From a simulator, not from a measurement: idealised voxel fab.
process module | voxel released beams
cross-section cut | 215 nm wide | cells 5 nm
A cross-section is a grid of square cells, given in bands from the top down. A band is one or more rows of cells.
Each band's line starts with the height of the band's top and of its bottom, in nm. Then come its materials from left to right, each with its width in nm. One material with "throughout" fills the band from edge to edge. "air" is empty space.
Height 0 is the level under which the wafer as received is all one material. The lowest band goes on downwards, as in "0 down".
A width such as "30 to 40" changes by the same amount from each row of cells to the next, from the band's top row to its bottom row.
"no change" after a step means that no cell of the cross-section changed.
closed voids: empty space of 8 cells or more with no open way to the top, each as width x height at its distance from the left edge, in nm
after a step's settings: what the simulator itself notes on the step
overlay nm, on a step with a mask: how far to the right of its planned place the mask lay; to the left if negative
plan
1 op RECEIVE | material Si
2 op CONFORMAL_DEP | material SiN | thk nm 10
3 op DIRECTIONAL_DEP | material SiO2 | thk nm 10
4 op DIRECTIONAL_DEP | material aC | thk nm 10
5 op PATTERN | tone open | mask id ANCHOR | material resist | width nm 35 | thk nm 25 | overlay nm 0
6 op DIRECTIONAL_ETCH | etch materials aC | depth nm 5
7 op STRIP | etch materials resist
8 op DIRECTIONAL_ETCH | etch materials SiO2 | depth nm 10
9 op STRIP | etch materials aC
10 op CONFORMAL_DEP | material polySi | thk nm 15
11 op DIRECTIONAL_DEP | material aC | thk nm 10
12 op PATTERN | tone cover | mask id BEAM | material resist | width nm 105 | thk nm 30 | overlay nm 0
13 op DIRECTIONAL_ETCH | etch materials aC | depth nm 10
14 op STRIP | etch materials resist
15 op DIRECTIONAL_ETCH | etch materials polySi | depth nm 15
16 op STRIP | etch materials aC
17 op STRIP | etch materials SiO2
varied across the wafers: depth nm of step 6. The plan shows the first wafer's value. All wafers start alike
first wafer as received, after step 1
  0 down: Si throughout
  closed voids: none
each wafer at the end: cells of each material gained (+) or lost (-) since it was received, then its closed voids
depth nm 5 | +86 SiN | closed voids: none
depth nm 10 | +86 SiN | +75 polySi | closed voids: none
depth nm 15 | +86 SiN | +75 polySi | closed voids: none
depth nm 20 | +86 SiN | +75 polySi | closed voids: none
depth nm 25 | +86 SiN | +75 polySi | closed voids: none
